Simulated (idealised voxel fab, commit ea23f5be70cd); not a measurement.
process module | voxel capacitor over wiring
cross-section cut | 160 nm wide | cells 5 nm
A cross-section is a grid of square cells, given in bands from the top down. A band is one or more rows of cells.
Each band's line starts with the height of the band's top and of its bottom, in nm. Then come its materials from left to right, each with its width in nm. One material with "throughout" fills the band from edge to edge. "air" is empty space.
Height 0 is the level under which the wafer as received is all one material. The lowest band goes on downwards, as in "0 down".
A width such as "30 to 40" changes by the same amount from each row of cells to the next, from the band's top row to its bottom row.
"no change" after a step means that no cell of the cross-section changed.
closed voids: empty space of 8 cells or more with no open way to the top, each as width x height at its distance from the left edge, in nm
after a step's settings: what the simulator itself notes on the step
overlay nm, on a step with a mask: how far to the right of its planned place the mask lay; to the left if negative
plan
1 op RECEIVE | material Si
2 op CONFORMAL_DEP | material SiO2 | thk nm 10
3 op DIRECTIONAL_DEP | material TiN | thk nm 5
4 op DIRECTIONAL_DEP | material Ru | thk nm 15
5 op MASKED_ETCH | tone cover | mask id METAL_1 | width nm 20 | pitch nm 90 | etch materials Ru | depth nm 15 | overlay nm 0
6 op MASKED_ETCH | tone cover | mask id METAL_1 | width nm 20 | pitch nm 90 | etch materials TiN | depth nm 5 | overlay nm 0
7 op CONFORMAL_DEP | material SiN | thk nm 5
8 op FILL_DEP | material lowk | thk nm 5
9 op CMP | height nm 30
10 op CONFORMAL_DEP | material SiCN | thk nm 5
11 op DIRECTIONAL_DEP | material lowk | thk nm 20
12 op DIRECTIONAL_DEP | material aC | thk nm 10
13 op PATTERN | tone open | mask id PLUG_1 | material resist | width nm 15 | thk nm 25 | overlay nm 0
14 op DIRECTIONAL_ETCH | etch materials aC | depth nm 10
15 op STRIP | etch materials resist
16 op DIRECTIONAL_ETCH | etch materials lowk | depth nm 20
17 op DIRECTIONAL_ETCH | etch materials SiCN | depth nm 5
18 op STRIP | etch materials aC
19 op EPI | material Ru | thk nm 10
20 op EPI | material Ru | thk nm 10
21 op EPI | material Ru | thk nm 5
22 op DIRECTIONAL_DEP | material TiN | thk nm 10
23 op DIRECTIONAL_DEP | material Al2O3 | thk nm 5
24 op DIRECTIONAL_DEP | material TiN | thk nm 10
25 op MASKED_ETCH | tone cover | mask id UPPER_PLATE | width nm 75 | etch materials TiN | depth nm 10 | overlay nm 0
26 op MASKED_ETCH | tone cover | mask id UPPER_PLATE | width nm 75 | etch materials Al2O3 | depth nm 5 | overlay nm 0
27 op DIRECTIONAL_DEP | material aC | thk nm 15
28 op PATTERN | tone cover | mask id LOWER_PLATE | material resist | width nm 85 | thk nm 35 | overlay nm 0
29 op DIRECTIONAL_ETCH | etch materials aC | depth nm 15
30 op STRIP | etch materials resist
31 op DIRECTIONAL_ETCH | etch materials TiN | depth nm 10
32 op STRIP | etch materials aC
33 op FILL_DEP | material SiO2 | thk nm 20
34 op CMP | height nm 95
35 op PATTERN | tone open | mask id PLUG_2 | material resist | width nm 15 | thk nm 20 | overlay nm 0
36 op DIRECTIONAL_ETCH | etch materials SiO2 | depth nm 15
37 op STRIP | etch materials resist
38 op CONFORMAL_DEP | material TiN | thk nm 5
39 op FILL_DEP | material Cu | thk nm 5
40 op CMP | height nm 95
41 op CONFORMAL_DEP | material SiCN | thk nm 5
as received, after step 1
  0 down: Si throughout
  closed voids: none
a wafer at the end: this start, this plan, one mistake
  100 to 95: SiCN throughout
  95 to 85: Cu 35 | TiN 5 | SiO2 15 | TiN 5 | Cu 100
  85 to 80: TiN 40 | SiO2 15 | TiN 105
  80 to 70: SiO2 30 | TiN 75 | SiO2 55
  70 to 65: SiO2 30 | Al2O3 75 | SiO2 55
  65 to 55: SiO2 25 | TiN 85 | SiO2 50
  55 to 35: lowk 30 | Ru 15 | lowk 115
  35 to 30: SiCN 30 | Ru 15 | SiCN 115
  30 to 15: lowk 20 | SiN 5 | Ru 20 | SiN 5 | lowk 60 | SiN 5 | Ru 20 | SiN 5 | lowk 20
  15 to 10: SiN 25 | TiN 20 | SiN 70 | TiN 20 | SiN 25
  10 to 0: SiO2 throughout
  0 down: Si throughout
  closed voids: none
what went wrong: step 35 ran as: op PATTERN | tone cover | mask id PLUG_2 | material resist | width nm 15 | thk nm 20 | overlay nm 0
